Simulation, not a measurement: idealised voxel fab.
Process module under the name voxel capacitor over wiring
The cross-section on display is named cut; it measures 225 nm wide, and its cells are 5 nm squares.
A cross-section is a grid of square cells, given in bands from the top down. A band is one or more rows of cells.
Within each band entry, the heights of the top and of the bottom of the band appear first, in that order and in nm; the materials of the band then follow from left to right, each with its corresponding width in nm. The designation "everywhere" on a single material indicates that it fills the band from edge to edge; the designation "air" indicates empty space.
Counting heights begins at 0, where everything beneath is, in the wafer as received, one material. The lowest band has no bottom; it goes on downwards, as "0 down" shows.
Think of "30..40" as a width that walks from the first number to the second as you go down the band, top row to bottom row, taking equal-sized steps from row to row.
The designation "no change occurred", where it is given for a processing step, indicates that no cell of the cross-section was altered in the course of that step.
Empty spaces counting at least 8 cells and having no open way to the top are listed in "Closed empty spaces". The notation width x height at distance is used for each, the distance being from the left edge and all three values in nm.
Step line, after settings: the simulator's comment on this step.
For masked steps, "overlay nm" on the step line gives how far right of plan the mask actually lay; a minus sign means it lay to the left.
# Planned step list for the process
step 1: RECEIVE,material Si
step 2: CONFORMAL_DEP,material SiO2,thk nm 15
step 3: CONFORMAL_DEP,material SiN,thk nm 5
step 4: DIRECTIONAL_DEP,material SiO2,thk nm 15
step 5: DIRECTIONAL_DEP,material aC,thk nm 10
step 6: PATTERN,tone open,mask id METAL_1,material resist,width nm 20,pitch nm 90,thk nm 25,overlay nm 0
step 7: DIRECTIONAL_ETCH,etch materials aC,depth nm 10
step 8: STRIP,etch materials resist
step 9: DIRECTIONAL_ETCH,etch materials SiO2,depth nm 15
step 10: DIRECTIONAL_ETCH,etch materials SiN,depth nm 5
step 11: STRIP,etch materials aC
step 12: CONFORMAL_DEP,material TiN,thk nm 5
step 13: FILL_DEP,material Cu,thk nm 10
step 14: CMP,height nm 35
step 15: EPI,material Ru,thk nm 5
step 16: FILL_DEP,material SiCN,thk nm 5
step 17: DIRECTIONAL_DEP,material SiO2,thk nm 20
step 18: PATTERN,tone open,mask id PLUG_1,material resist,width nm 15,thk nm 15,overlay nm 0
step 19: DIRECTIONAL_ETCH,etch materials SiO2,depth nm 20
step 20: DIRECTIONAL_ETCH,etch materials SiCN,depth nm 5
step 21: STRIP,etch materials resist
step 22: EPI,material Ru,thk nm 10
step 23: EPI,material Ru,thk nm 10
step 24: EPI,material Ru,thk nm 5
step 25: DIRECTIONAL_DEP,material TiN,thk nm 10
step 26: DIRECTIONAL_DEP,material SiN,thk nm 5
step 27: DIRECTIONAL_DEP,material TiN,thk nm 5
step 28: MASKED_ETCH,tone cover,mask id UPPER_PLATE,width nm 75,etch materials TiN,depth nm 5,overlay nm 0
step 29: MASKED_ETCH,tone cover,mask id UPPER_PLATE,width nm 75,etch materials SiN,depth nm 5,overlay nm 0
step 30: PATTERN,tone cover,mask id LOWER_PLATE,material resist,width nm 85,thk nm 15,overlay nm 0
step 31: DIRECTIONAL_ETCH,etch materials TiN,depth nm 10
step 32: STRIP,etch materials resist
step 33: FILL_DEP,material SiO2,thk nm 20
step 34: CMP,height nm 100
step 35: MASKED_ETCH,tone open,mask id PLUG_2,width nm 15,etch materials SiO2,depth nm 15,overlay nm 0
step 36: CONFORMAL_DEP,material TiN,thk nm 5
step 37: FILL_DEP,material Cu,thk nm 5
step 38: CMP,height nm 100
step 39: CONFORMAL_DEP,material SiCN,thk nm 5
# First of two wafers, with the run carried out as planned
# Cross-section, incoming material, after step 1
> 0 down | Si everywhere
> Closed empty spaces: none
# The wafer in cross-section once step 2 is complete
> 15 to 0 | SiO2 everywhere
> Whatever lies below 0 is exactly as it was before.
# The wafer in cross-section once step 3 is complete
> 20 to 15 | SiN everywhere
> Whatever lies below 15 is exactly as it was before.
# The wafer in cross-section once step 4 is complete
> 35 to 20 | SiO2 everywhere
> Whatever lies below 20 is exactly as it was before.
# The wafer in cross-section once step 5 is complete
> 45 to 35 | aC everywhere
> Whatever lies below 35 is exactly as it was before.
# The wafer in cross-section once step 6 is complete
> 70 to 45 | resist (55); air (20); resist (70); air (20); resist (60)
> Whatever lies below 45 is exactly as it was before.
# The wafer in cross-section once step 7 is complete
> 60 to 45 | resist (55); air (20); resist (70); air (20); resist (60)
> 45 to 35 | aC (55); air (20); aC (70); air (20); aC (60)
> Whatever lies below 35 is exactly as it was before.
# The wafer in cross-section once step 8 is complete
> 45 to 35 | aC (55); air (20); aC (70); air (20); aC (60)
> Whatever lies below 35 is exactly as it was before.
# The wafer in cross-section once step 9 is complete
> 45 to 35 | aC (55); air (20); aC (70); air (20); aC (60)
> 35 to 20 | SiO2 (55); air (20); SiO2 (70); air (20); SiO2 (60)
> Whatever lies below 20 is exactly as it was before.
# The wafer in cross-section once step 10 is complete
> 45 to 35 | aC (55); air (20); aC (70); air (20); aC (60)
> 35 to 20 | SiO2 (55); air (20); SiO2 (70); air (20); SiO2 (60)
> 20 to 15 | SiN (55); air (20); SiN (70); air (20); SiN (60)
> Whatever lies below 15 is exactly as it was before.
# The wafer in cross-section once step 11 is complete
> 35 to 20 | SiO2 (55); air (20); SiO2 (70); air (20); SiO2 (60)
> Whatever lies below 20 is exactly as it was before.
# The wafer in cross-section once step 12 is complete
> 40 to 35 | TiN (60); air (10); TiN (80); air (10); TiN (65)
> 35 to 20 | SiO2 (55); TiN (5); air (10); TiN (5); SiO2 (70); TiN (5); air (10); TiN (5); SiO2 (60)
> 20 to 15 | SiN (55); TiN (20); SiN (70); TiN (20); SiN (60)
> Whatever lies below 15 is exactly as it was before.
# The wafer in cross-section once step 13 is complete
> 50 to 40 | Cu everywhere
> 40 to 35 | TiN (60); Cu (10); TiN (80); Cu (10); TiN (65)
> 35 to 20 | SiO2 (55); TiN (5); Cu (10); TiN (5); SiO2 (70); TiN (5); Cu (10); TiN (5); SiO2 (60)
> Whatever lies below 20 is exactly as it was before.
# The wafer in cross-section once step 14 is complete
> 35 to 20 | SiO2 (55); TiN (5); Cu (10); TiN (5); SiO2 (70); TiN (5); Cu (10); TiN (5); SiO2 (60)
> Whatever lies below 20 is exactly as it was before.
# The wafer in cross-section once step 15 is complete
> 40 to 35 | air (50); Ru (30); air (60); Ru (30); air (55)
> Whatever lies below 35 is exactly as it was before.
# The wafer in cross-section once step 16 is complete
> 45 to 40 | SiCN everywhere
> 40 to 35 | SiCN (50); Ru (30); SiCN (60); Ru (30); SiCN (55)
> Whatever lies below 35 is exactly as it was before.
# The wafer in cross-section once step 17 is complete
> 65 to 45 | SiO2 everywhere
> Whatever lies below 45 is exactly as it was before.
# The wafer in cross-section once step 18 is complete
> 80 to 65 | resist (60); air (15); resist (150)
> Whatever lies below 65 is exactly as it was before.
# The wafer in cross-section once step 19 is complete
> 80 to 65 | resist (60); air (15); resist (150)
> 65 to 45 | SiO2 (60); air (15); SiO2 (150)
> Whatever lies below 45 is exactly as it was before.
# The wafer in cross-section once step 20 is complete
> 80 to 65 | resist (60); air (15); resist (150)
> 65 to 45 | SiO2 (60); air (15); SiO2 (150)
> 45 to 40 | SiCN (60); air (15); SiCN (150)
> Whatever lies below 40 is exactly as it was before.
# The wafer in cross-section once step 21 is complete
> 65 to 45 | SiO2 (60); air (15); SiO2 (150)
> Whatever lies below 45 is exactly as it was before.
# The wafer in cross-section once step 22 is complete
> 65 to 50 | SiO2 (60); air (15); SiO2 (150)
> 50 to 45 | SiO2 (60); Ru (15); SiO2 (150)
> 45 to 40 | SiCN (60); Ru (15); SiCN (150)
> Whatever lies below 40 is exactly as it was before.
# The wafer in cross-section once step 23 is complete
> 65 to 60 | SiO2 (60); air (15); SiO2 (150)
> 60 to 45 | SiO2 (60); Ru (15); SiO2 (150)
> Whatever lies below 45 is exactly as it was before.
# The wafer in cross-section once step 24 is complete
> 65 to 45 | SiO2 (60); Ru (15); SiO2 (150)
> Whatever lies below 45 is exactly as it was before.
# The wafer in cross-section once step 25 is complete
> 75 to 65 | TiN everywhere
> Whatever lies below 65 is exactly as it was before.
# The wafer in cross-section once step 26 is complete
> 80 to 75 | SiN everywhere
> Whatever lies below 75 is exactly as it was before.
# The wafer in cross-section once step 27 is complete
> 85 to 80 | TiN everywhere
> Whatever lies below 80 is exactly as it was before.
# The wafer in cross-section once step 28 is complete
> 85 to 80 | air (60); TiN (75); air (90)
> Whatever lies below 80 is exactly as it was before.
# The wafer in cross-section once step 29 is complete
> 85 to 80 | air (60); TiN (75); air (90)
> 80 to 75 | air (60); SiN (75); air (90)
> Whatever lies below 75 is exactly as it was before.
# The wafer in cross-section once step 30 is complete
> 100 to 85 | air (55); resist (85); air (85)
> 85 to 80 | air (55); resist (5); TiN (75); resist (5); air (85)
> 80 to 75 | air (55); resist (5); SiN (75); resist (5); air (85)
> Whatever lies below 75 is exactly as it was before.
# The wafer in cross-section once step 31 is complete
> 100 to 85 | air (55); resist (85); air (85)
> 85 to 80 | air (55); resist (5); TiN (75); resist (5); air (85)
> 80 to 75 | air (55); resist (5); SiN (75); resist (5); air (85)
> 75 to 65 | air (55); TiN (85); air (85)
> Whatever lies below 65 is exactly as it was before.
# The wafer in cross-section once step 32 is complete
> 85 to 80 | air (60); TiN (75); air (90)
> 80 to 75 | air (60); SiN (75); air (90)
> Whatever lies below 75 is exactly as it was before.
# The wafer in cross-section once step 33 is complete
> 105 to 85 | SiO2 everywhere
> 85 to 80 | SiO2 (60); TiN (75); SiO2 (90)
> 80 to 75 | SiO2 (60); SiN (75); SiO2 (90)
> 75 to 65 | SiO2 (55); TiN (85); SiO2 (85)
> Whatever lies below 65 is exactly as it was before.
# The wafer in cross-section once step 34 is complete
> 100 to 85 | SiO2 everywhere
> Whatever lies below 85 is exactly as it was before.
# The wafer in cross-section once step 35 is complete
> 100 to 85 | SiO2 (70); air (15); SiO2 (140)
> Whatever lies below 85 is exactly as it was before.
# The wafer in cross-section once step 36 is complete
> 105 to 100 | TiN (75); air (5); TiN (145)
> 100 to 90 | SiO2 (70); TiN (5); air (5); TiN (5); SiO2 (140)
> 90 to 80 | SiO2 (70..60); TiN (15..75); SiO2 (140..90)
> Whatever lies below 80 is exactly as it was before.
# The wafer in cross-section once step 37 is complete
> 110 to 105 | Cu everywhere
> 105 to 100 | TiN (75); Cu (5); TiN (145)
> 100 to 90 | SiO2 (70); TiN (5); Cu (5); TiN (5); SiO2 (140)
> Whatever lies below 90 is exactly as it was before.
# The wafer in cross-section once step 38 is complete
> 100 to 90 | SiO2 (70); TiN (5); Cu (5); TiN (5); SiO2 (140)
> Whatever lies below 90 is exactly as it was before.
# The wafer in cross-section once step 39 is complete
> 105 to 100 | SiCN everywhere
> Whatever lies below 100 is exactly as it was before.
# Wafer two: like wafer one in start and plan, but with one mistake in execution; identical up to and including step 29
# Cross-sectional view of the second wafer at the intended end time of process step 30
> 100 to 85 | air (60); resist (80); air (85)
> 85 to 80 | air (60); TiN (75); resist (5); air (85)
> 80 to 75 | air (60); SiN (75); resist (5); air (85)
> Whatever lies below 75 is exactly as it was before.
# Cross-sectional view of the second wafer at the intended end time of process step 31
> 100 to 85 | air (60); resist (80); air (85)
> 85 to 80 | air (60); TiN (75); resist (5); air (85)
> 80 to 75 | air (60); SiN (75); resist (5); air (85)
> 75 to 65 | air (60); TiN (80); air (85)
> Whatever lies below 65 is exactly as it was before.
# Cross-sectional view of the second wafer at the intended end time of process step 32
> 85 to 80 | air (60); TiN (75); air (90)
> 80 to 75 | air (60); SiN (75); air (90)
> Whatever lies below 75 is exactly as it was before.
# Cross-sectional view of the second wafer at the intended end time of process step 33
> 105 to 85 | SiO2 everywhere
> 85 to 80 | SiO2 (60); TiN (75); SiO2 (90)
> 80 to 75 | SiO2 (60); SiN (75); SiO2 (90)
> 75 to 65 | SiO2 (60); TiN (80); SiO2 (85)
> Whatever lies below 65 is exactly as it was before.
# Cross-sectional view of the second wafer at the intended end time of process step 34
> 100 to 85 | SiO2 everywhere
> Whatever lies below 85 is exactly as it was before.
# Cross-sectional view of the second wafer at the intended end time of process step 35
> 100 to 85 | SiO2 (70); air (15); SiO2 (140)
> Whatever lies below 85 is exactly as it was before.
# Cross-sectional view of the second wafer at the intended end time of process step 36
> 105 to 100 | TiN (75); air (5); TiN (145)
> 100 to 90 | SiO2 (70); TiN (5); air (5); TiN (5); SiO2 (140)
> 90 to 80 | SiO2 (70..60); TiN (15..75); SiO2 (140..90)
> Whatever lies below 80 is exactly as it was before.
# Cross-sectional view of the second wafer at the intended end time of process step 37
> 110 to 105 | Cu everywhere
> 105 to 100 | TiN (75); Cu (5); TiN (145)
> 100 to 90 | SiO2 (70); TiN (5); Cu (5); TiN (5); SiO2 (140)
> Whatever lies below 90 is exactly as it was before.
# Cross-sectional view of the second wafer at the intended end time of process step 38
> 100 to 90 | SiO2 (70); TiN (5); Cu (5); TiN (5); SiO2 (140)
> Whatever lies below 90 is exactly as it was before.
# Cross-sectional view of the second wafer at the intended end time of process step 39
> 105 to 100 | SiCN everywhere
> Whatever lies below 100 is exactly as it was before.
Deviation from plan: step 30 went in with a setting other than planned; the actual run was PATTERN,tone cover,mask id LOWER_PLATE,material resist,width nm 80,thk nm 15,overlay nm 0
Final comparison by cell count, materials where the second wafer has more or fewer than the first: SiO2 +2, TiN -2
